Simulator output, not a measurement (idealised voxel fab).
process module | voxel transistor to metal
cross-section cut | 165 nm wide | cells 5 nm
A cross-section is a grid of square cells, given in bands from the top down. A band is one or more rows of cells.
Each band's line starts with the height of the band's top and of its bottom, in nm. Then come its materials from left to right, each with its width in nm. One material with "throughout" fills the band from edge to edge. "air" is empty space.
Height 0 is the level under which the wafer as received is all one material. The lowest band goes on downwards, as in "0 down".
A width such as "30 to 40" changes by the same amount from each row of cells to the next, from the band's top row to its bottom row.
"no change" after a step means that no cell of the cross-section changed.
closed voids: empty space of 8 cells or more with no open way to the top, each as width x height at its distance from the left edge, in nm
after a step's settings: what the simulator itself notes on the step
overlay nm, on a step with a mask: how far to the right of its planned place the mask lay; to the left if negative
plan
1 op RECEIVE | material Si
2 op OXIDIZE | depth nm 5
3 op CONFORMAL_DEP | material SiN | thk nm 10
4 op MASKED_ETCH | tone cover | mask id ACTIVE | width nm 115 | etch materials SiN | depth nm 10 | overlay nm 0
5 op MASKED_ETCH | tone cover | mask id ACTIVE | width nm 115 | etch materials SiO2 | depth nm 5 | overlay nm 0
6 op MASKED_ETCH | tone cover | mask id ACTIVE | width nm 115 | etch materials Si | depth nm 35 | overlay nm 0
7 op OXIDIZE | depth nm 5
8 op FILL_DEP | material SiO2 | thk nm 15
9 op CMP | height nm 10
10 op SELECTIVE_ETCH | etch materials SiO2 | depth nm 10
11 op STRIP | etch materials SiN
12 op SELECTIVE_ETCH | etch materials SiO2 | depth nm 5
13 op OXIDIZE | depth nm 5
14 op DIRECTIONAL_DEP | material polySi | thk nm 25
15 op DIRECTIONAL_DEP | material SiCN | thk nm 10
16 op MASKED_ETCH | tone cover | mask id GATE | width nm 35 | etch materials SiCN | depth nm 20 | overlay nm 0
17 op MASKED_ETCH | tone cover | mask id GATE | width nm 35 | etch materials polySi | depth nm 35 | overlay nm 0
18 op CONFORMAL_DEP | material SiN | thk nm 10
19 op DIRECTIONAL_ETCH | etch materials SiN | depth nm 10
20 op DIRECTIONAL_ETCH | etch materials SiO2 | depth nm 5
21 op DIRECTIONAL_ETCH | etch materials Si | depth nm 5
22 op EPI | material SiGe | thk nm 5
23 op FILL_DEP | material SiO2 | thk nm 10
24 op CMP | height nm 20
25 op STRIP | etch materials polySi
26 op SELECTIVE_ETCH | etch materials SiO2 | depth nm 5
27 op CONFORMAL_DEP | material HfO2 | thk nm 5
28 op CONFORMAL_DEP | material TiN | thk nm 5
29 op FILL_DEP | material W | thk nm 5
30 op CMP | height nm 15
31 op DIRECTIONAL_DEP | material SiO2 | thk nm 10
32 op DIRECTIONAL_DEP | material aC | thk nm 10
33 op PATTERN | tone open | mask id CONTACT | material resist | width nm 20 | pitch nm 85 | thk nm 30 | overlay nm 0
34 op DIRECTIONAL_ETCH | etch materials aC | depth nm 10
35 op STRIP | etch materials resist
36 op DIRECTIONAL_ETCH | etch materials SiO2 | depth nm 35
37 op STRIP | etch materials aC
38 op CONFORMAL_DEP | material TiN | thk nm 5
39 op FILL_DEP | material W | thk nm 5
40 op CMP | height nm 25
41 op DIRECTIONAL_DEP | material TiN | thk nm 5
42 op DIRECTIONAL_DEP | material W | thk nm 25
43 op MASKED_ETCH | tone cover | mask id METAL_1 | width nm 20 | pitch nm 85 | etch materials W | depth nm 25 | overlay nm 0
44 op MASKED_ETCH | tone cover | mask id METAL_1 | width nm 20 | pitch nm 85 | etch materials TiN | depth nm 5 | overlay nm 0
45 op CONFORMAL_DEP | material SiN | thk nm 5
46 op FILL_DEP | material lowk | thk nm 5
47 op CMP | height nm 55
48 op CONFORMAL_DEP | material SiCN | thk nm 5
first wafer, as planned
as received, after step 1
  0 down: Si throughout
  closed voids: none
after step 2
  0 to -5: SiO2 throughout
  below -5: unchanged
after step 3
  10 to 0: SiN throughout
  below 0: unchanged
after step 4
  10 to 0: air 25 | SiN 115 | air 25
  below 0: unchanged
after step 5
  10 to 0: air 25 | SiN 115 | air 25
  0 to -5: air 25 | SiO2 115 | air 25
  below -5: unchanged
after step 6
  10 to 0: air 25 | SiN 115 | air 25
  0 to -5: air 25 | SiO2 115 | air 25
  -5 to -40: air 25 | Si 115 | air 25
  below -40: unchanged
after step 7
  10 to 0: air 25 | SiN 115 | air 25
  0 to -5: air 25 | SiO2 115 | air 25
  -5 to -40: air 25 | SiO2 5 | Si 105 | SiO2 5 | air 25
  -40 to -45: SiO2 30 | Si 105 | SiO2 30
  below -45: unchanged
after step 8
  25 to 10: SiO2 throughout
  10 to 0: SiO2 25 | SiN 115 | SiO2 25
  0 to -5: SiO2 throughout
  -5 to -45: SiO2 30 | Si 105 | SiO2 30
  below -45: unchanged
after step 9
  10 to 0: SiO2 25 | SiN 115 | SiO2 25
  below 0: unchanged
after step 10
  10 to 0: air 25 | SiN 115 | air 25
  below 0: unchanged
after step 11
  0 to -5: SiO2 throughout
  below -5: unchanged
after step 12
  -5 to -45: SiO2 30 | Si 105 | SiO2 30
  below -45: unchanged
after step 13
  -5 to -10: SiO2 throughout
  below -10: unchanged
after step 14
  20 to -5: polySi throughout
  below -5: unchanged
after step 15
  30 to 20: SiCN throughout
  below 20: unchanged
after step 16
  30 to 20: air 65 | SiCN 35 | air 65
  below 20: unchanged
after step 17
  30 to 20: air 65 | SiCN 35 | air 65
  20 to -5: air 65 | polySi 35 | air 65
  below -5: unchanged
after step 18
  40 to 30: air 55 | SiN 55 | air 55
  30 to 20: air 55 | SiN 10 | SiCN 35 | SiN 10 | air 55
  20 to 5: air 55 | SiN 10 | polySi 35 | SiN 10 | air 55
  5 to -5: SiN 65 | polySi 35 | SiN 65
  below -5: unchanged
after step 19
  30 to 20: air 55 | SiN 10 | SiCN 35 | SiN 10 | air 55
  20 to -5: air 55 | SiN 10 | polySi 35 | SiN 10 | air 55
  below -5: unchanged
after step 20
  30 to 20: air 55 | SiN 10 | SiCN 35 | SiN 10 | air 55
  20 to -5: air 55 | SiN 10 | polySi 35 | SiN 10 | air 55
  -5 to -10: air 55 | SiO2 55 | air 55
  below -10: unchanged
after step 21
  30 to 20: air 55 | SiN 10 | SiCN 35 | SiN 10 | air 55
  20 to -5: air 55 | SiN 10 | polySi 35 | SiN 10 | air 55
  -5 to -10: air 55 | SiO2 55 | air 55
  -10 to -15: SiO2 30 | air 25 | Si 55 | air 25 | SiO2 30
  below -15: unchanged
after step 22
  30 to 20: air 55 | SiN 10 | SiCN 35 | SiN 10 | air 55
  20 to -5: air 55 | SiN 10 | polySi 35 | SiN 10 | air 55
  -5 to -10: air 50 | SiGe 5 | SiO2 55 | SiGe 5 | air 50
  -10 to -15: SiO2 30 | SiGe 25 | Si 55 | SiGe 25 | SiO2 30
  below -15: unchanged
after step 23
  40 to 30: SiO2 throughout
  30 to 20: SiO2 55 | SiN 10 | SiCN 35 | SiN 10 | SiO2 55
  20 to -5: SiO2 55 | SiN 10 | polySi 35 | SiN 10 | SiO2 55
  -5 to -10: SiO2 50 | SiGe 5 | SiO2 55 | SiGe 5 | SiO2 50
  below -10: unchanged
after step 24
  20 to -5: SiO2 55 | SiN 10 | polySi 35 | SiN 10 | SiO2 55
  below -5: unchanged
after step 25
  20 to -5: SiO2 55 | SiN 10 | air 35 | SiN 10 | SiO2 55
  below -5: unchanged
after step 26
  20 to 15: air 55 | SiN 10 | air 35 | SiN 10 | air 55
  15 to -5: SiO2 55 | SiN 10 | air 35 | SiN 10 | SiO2 55
  -5 to -10: SiO2 50 | SiGe 5 | SiO2 5 | air 45 | SiO2 5 | SiGe 5 | SiO2 50
  below -10: unchanged
after step 27
  25 to 20: air 50 | HfO2 20 | air 25 | HfO2 20 | air 50
  20 to 15: HfO2 55 | SiN 10 | HfO2 5 | air 25 | HfO2 5 | SiN 10 | HfO2 55
  15 to -5: SiO2 55 | SiN 10 | HfO2 5 | air 25 | HfO2 5 | SiN 10 | SiO2 55
  -5 to -10: SiO2 50 | SiGe 5 | SiO2 5 | HfO2 45 | SiO2 5 | SiGe 5 | SiO2 50
  below -10: unchanged
after step 28
  30 to 25: air 45 | TiN 30 | air 15 | TiN 30 | air 45
  25 to 20: TiN 50 | HfO2 20 | TiN 5 | air 15 | TiN 5 | HfO2 20 | TiN 50
  20 to 15: HfO2 55 | SiN 10 | HfO2 5 | TiN 5 | air 15 | TiN 5 | HfO2 5 | SiN 10 | HfO2 55
  15 to 0: SiO2 55 | SiN 10 | HfO2 5 | TiN 5 | air 15 | TiN 5 | HfO2 5 | SiN 10 | SiO2 55
  0 to -5: SiO2 55 | SiN 10 | HfO2 5 | TiN 25 | HfO2 5 | SiN 10 | SiO2 55
  below -5: unchanged
after step 29
  35 to 30: W throughout
  30 to 25: W 45 | TiN 30 | W 15 | TiN 30 | W 45
  25 to 20: TiN 50 | HfO2 20 | TiN 5 | W 15 | TiN 5 | HfO2 20 | TiN 50
  20 to 15: HfO2 55 | SiN 10 | HfO2 5 | TiN 5 | W 15 | TiN 5 | HfO2 5 | SiN 10 | HfO2 55
  15 to 0: SiO2 55 | SiN 10 | HfO2 5 | TiN 5 | W 15 | TiN 5 | HfO2 5 | SiN 10 | SiO2 55
  below 0: unchanged
after step 30
  15 to 0: SiO2 55 | SiN 10 | HfO2 5 | TiN 5 | W 15 | TiN 5 | HfO2 5 | SiN 10 | SiO2 55
  below 0: unchanged
after step 31
  25 to 15: SiO2 throughout
  below 15: unchanged
after step 32
  35 to 25: aC throughout
  below 25: unchanged
after step 33
  65 to 35: resist 30 | air 20 | resist 65 | air 20 | resist 30
  below 35: unchanged
after step 34
  55 to 35: resist 30 | air 20 | resist 65 | air 20 | resist 30
  35 to 25: aC 30 | air 20 | aC 65 | air 20 | aC 30
  below 25: unchanged
after step 35
  35 to 25: aC 30 | air 20 | aC 65 | air 20 | aC 30
  below 25: unchanged
after step 36
  35 to 25: aC 30 | air 20 | aC 65 | air 20 | aC 30
  25 to 15: SiO2 30 | air 20 | SiO2 65 | air 20 | SiO2 30
  15 to 0: SiO2 30 | air 20 | SiO2 5 | SiN 10 | HfO2 5 | TiN 5 | W 15 | TiN 5 | HfO2 5 | SiN 10 | SiO2 5 | air 20 | SiO2 30
  0 to -5: SiO2 30 | air 20 | SiO2 5 | SiN 10 | HfO2 5 | TiN 25 | HfO2 5 | SiN 10 | SiO2 5 | air 20 | SiO2 30
  -5 to -10: SiO2 30 | air 20 | SiGe 5 | SiO2 5 | HfO2 45 | SiO2 5 | SiGe 5 | air 20 | SiO2 30
  below -10: unchanged
after step 37
  25 to 15: SiO2 30 | air 20 | SiO2 65 | air 20 | SiO2 30
  below 15: unchanged
after step 38
  30 to 25: TiN 35 | air 10 | TiN 75 | air 10 | TiN 35
  25 to 15: SiO2 30 | TiN 5 | air 10 | TiN 5 | SiO2 65 | TiN 5 | air 10 | TiN 5 | SiO2 30
  15 to 0: SiO2 30 | TiN 5 | air 10 | TiN 5 | SiO2 5 | SiN 10 | HfO2 5 | TiN 5 | W 15 | TiN 5 | HfO2 5 | SiN 10 | SiO2 5 | TiN 5 | air 10 | TiN 5 | SiO2 30
  0 to -5: SiO2 30 | TiN 5 | air 10 | TiN 5 | SiO2 5 | SiN 10 | HfO2 5 | TiN 25 | HfO2 5 | SiN 10 | SiO2 5 | TiN 5 | air 10 | TiN 5 | SiO2 30
  -5 to -10: SiO2 30 | TiN 20 | SiGe 5 | SiO2 5 | HfO2 45 | SiO2 5 | SiGe 5 | TiN 20 | SiO2 30
  below -10: unchanged
after step 39
  35 to 30: W throughout
  30 to 25: TiN 35 | W 10 | TiN 75 | W 10 | TiN 35
  25 to 15: SiO2 30 | TiN 5 | W 10 | TiN 5 | SiO2 65 | TiN 5 | W 10 | TiN 5 | SiO2 30
  15 to 0: SiO2 30 | TiN 5 | W 10 | TiN 5 | SiO2 5 | SiN 10 | HfO2 5 | TiN 5 | W 15 | TiN 5 | HfO2 5 | SiN 10 | SiO2 5 | TiN 5 | W 10 | TiN 5 | SiO2 30
  0 to -5: SiO2 30 | TiN 5 | W 10 | TiN 5 | SiO2 5 | SiN 10 | HfO2 5 | TiN 25 | HfO2 5 | SiN 10 | SiO2 5 | TiN 5 | W 10 | TiN 5 | SiO2 30
  below -5: unchanged
after step 40
  25 to 15: SiO2 30 | TiN 5 | W 10 | TiN 5 | SiO2 65 | TiN 5 | W 10 | TiN 5 | SiO2 30
  below 15: unchanged
after step 41
  30 to 25: TiN throughout
  below 25: unchanged
after step 42
  55 to 30: W throughout
  below 30: unchanged
after step 43
  55 to 30: air 30 | W 20 | air 65 | W 20 | air 30
  below 30: unchanged
after step 44
  55 to 30: air 30 | W 20 | air 65 | W 20 | air 30
  30 to 25: air 30 | TiN 20 | air 65 | TiN 20 | air 30
  below 25: unchanged
after step 45
  60 to 55: air 25 | SiN 30 | air 55 | SiN 30 | air 25
  55 to 30: air 25 | SiN 5 | W 20 | SiN 5 | air 55 | SiN 5 | W 20 | SiN 5 | air 25
  30 to 25: SiN 30 | TiN 20 | SiN 65 | TiN 20 | SiN 30
  below 25: unchanged
after step 46
  65 to 60: lowk throughout
  60 to 55: lowk 25 | SiN 30 | lowk 55 | SiN 30 | lowk 25
  55 to 30: lowk 25 | SiN 5 | W 20 | SiN 5 | lowk 55 | SiN 5 | W 20 | SiN 5 | lowk 25
  below 30: unchanged
after step 47
  55 to 30: lowk 25 | SiN 5 | W 20 | SiN 5 | lowk 55 | SiN 5 | W 20 | SiN 5 | lowk 25
  below 30: unchanged
after step 48
  60 to 55: SiCN throughout
  below 55: unchanged
second wafer: like start, like plan, one mistake. Through step 32 it matches the first wafer
when step 33 should have ended
  65 to 35: air 30 | resist 20 | air 65 | resist 20 | air 30
  below 35: unchanged
when step 34 should have ended
  55 to 35: air 30 | resist 20 | air 65 | resist 20 | air 30
  35 to 25: air 30 | aC 20 | air 65 | aC 20 | air 30
  below 25: unchanged
when step 35 should have ended
  35 to 25: air 30 | aC 20 | air 65 | aC 20 | air 30
  below 25: unchanged
when step 36 should have ended
  35 to 25: air 30 | aC 20 | air 65 | aC 20 | air 30
  25 to 15: air 30 | SiO2 20 | air 65 | SiO2 20 | air 30
  15 to 0: air 30 | SiO2 20 | air 5 | SiN 10 | HfO2 5 | TiN 5 | W 15 | TiN 5 | HfO2 5 | SiN 10 | air 5 | SiO2 20 | air 30
  0 to -5: air 30 | SiO2 20 | air 5 | SiN 10 | HfO2 5 | TiN 25 | HfO2 5 | SiN 10 | air 5 | SiO2 20 | air 30
  -5 to -10: air 30 | SiO2 20 | SiGe 5 | SiO2 5 | HfO2 45 | SiO2 5 | SiGe 5 | SiO2 20 | air 30
  below -10: unchanged
when step 37 should have ended
  25 to 15: air 30 | SiO2 20 | air 65 | SiO2 20 | air 30
  below 15: unchanged
when step 38 should have ended
  30 to 25: air 25 | TiN 30 | air 55 | TiN 30 | air 25
  25 to 20: air 25 | TiN 5 | SiO2 20 | TiN 5 | air 55 | TiN 5 | SiO2 20 | TiN 5 | air 25
  20 to 15: air 25 | TiN 5 | SiO2 20 | TiN 65 | SiO2 20 | TiN 5 | air 25
  15 to 0: air 25 | TiN 5 | SiO2 20 | TiN 5 | SiN 10 | HfO2 5 | TiN 5 | W 15 | TiN 5 | HfO2 5 | SiN 10 | TiN 5 | SiO2 20 | TiN 5 | air 25
  0 to -5: air 25 | TiN 5 | SiO2 20 | TiN 5 | SiN 10 | HfO2 5 | TiN 25 | HfO2 5 | SiN 10 | TiN 5 | SiO2 20 | TiN 5 | air 25
  -5 to -10: TiN 30 | SiO2 20 | SiGe 5 | SiO2 5 | HfO2 45 | SiO2 5 | SiGe 5 | SiO2 20 | TiN 30
  below -10: unchanged
when step 39 should have ended
  35 to 30: W throughout
  30 to 25: W 25 | TiN 30 | W 55 | TiN 30 | W 25
  25 to 20: W 25 | TiN 5 | SiO2 20 | TiN 5 | W 55 | TiN 5 | SiO2 20 | TiN 5 | W 25
  20 to 15: W 25 | TiN 5 | SiO2 20 | TiN 65 | SiO2 20 | TiN 5 | W 25
  15 to 0: W 25 | TiN 5 | SiO2 20 | TiN 5 | SiN 10 | HfO2 5 | TiN 5 | W 15 | TiN 5 | HfO2 5 | SiN 10 | TiN 5 | SiO2 20 | TiN 5 | W 25
  0 to -5: W 25 | TiN 5 | SiO2 20 | TiN 5 | SiN 10 | HfO2 5 | TiN 25 | HfO2 5 | SiN 10 | TiN 5 | SiO2 20 | TiN 5 | W 25
  below -5: unchanged
when step 40 should have ended
  25 to 20: W 25 | TiN 5 | SiO2 20 | TiN 5 | W 55 | TiN 5 | SiO2 20 | TiN 5 | W 25
  below 20: unchanged
when step 41 should have ended
  30 to 25: TiN throughout
  below 25: unchanged
when step 42 should have ended
  55 to 30: W throughout
  below 30: unchanged
when step 43 should have ended
  55 to 30: air 30 | W 20 | air 65 | W 20 | air 30
  below 30: unchanged
when step 44 should have ended
  55 to 30: air 30 | W 20 | air 65 | W 20 | air 30
  30 to 25: air 30 | TiN 20 | air 65 | TiN 20 | air 30
  below 25: unchanged
when step 45 should have ended
  60 to 55: air 25 | SiN 30 | air 55 | SiN 30 | air 25
  55 to 30: air 25 | SiN 5 | W 20 | SiN 5 | air 55 | SiN 5 | W 20 | SiN 5 | air 25
  30 to 25: SiN 30 | TiN 20 | SiN 65 | TiN 20 | SiN 30
  below 25: unchanged
when step 46 should have ended
  65 to 60: lowk throughout
  60 to 55: lowk 25 | SiN 30 | lowk 55 | SiN 30 | lowk 25
  55 to 30: lowk 25 | SiN 5 | W 20 | SiN 5 | lowk 55 | SiN 5 | W 20 | SiN 5 | lowk 25
  below 30: unchanged
when step 47 should have ended
  55 to 30: lowk 25 | SiN 5 | W 20 | SiN 5 | lowk 55 | SiN 5 | W 20 | SiN 5 | lowk 25
  below 30: unchanged
when step 48 should have ended
  60 to 55: SiCN throughout
  below 55: unchanged
what went wrong: step 33 ran as: op PATTERN | tone cover | mask id CONTACT | material resist | width nm 20 | pitch nm 85 | thk nm 30 | overlay nm 0
at the end the second wafer has, in cells: 62 fewer of SiO2 | 15 more of TiN | 47 more of W
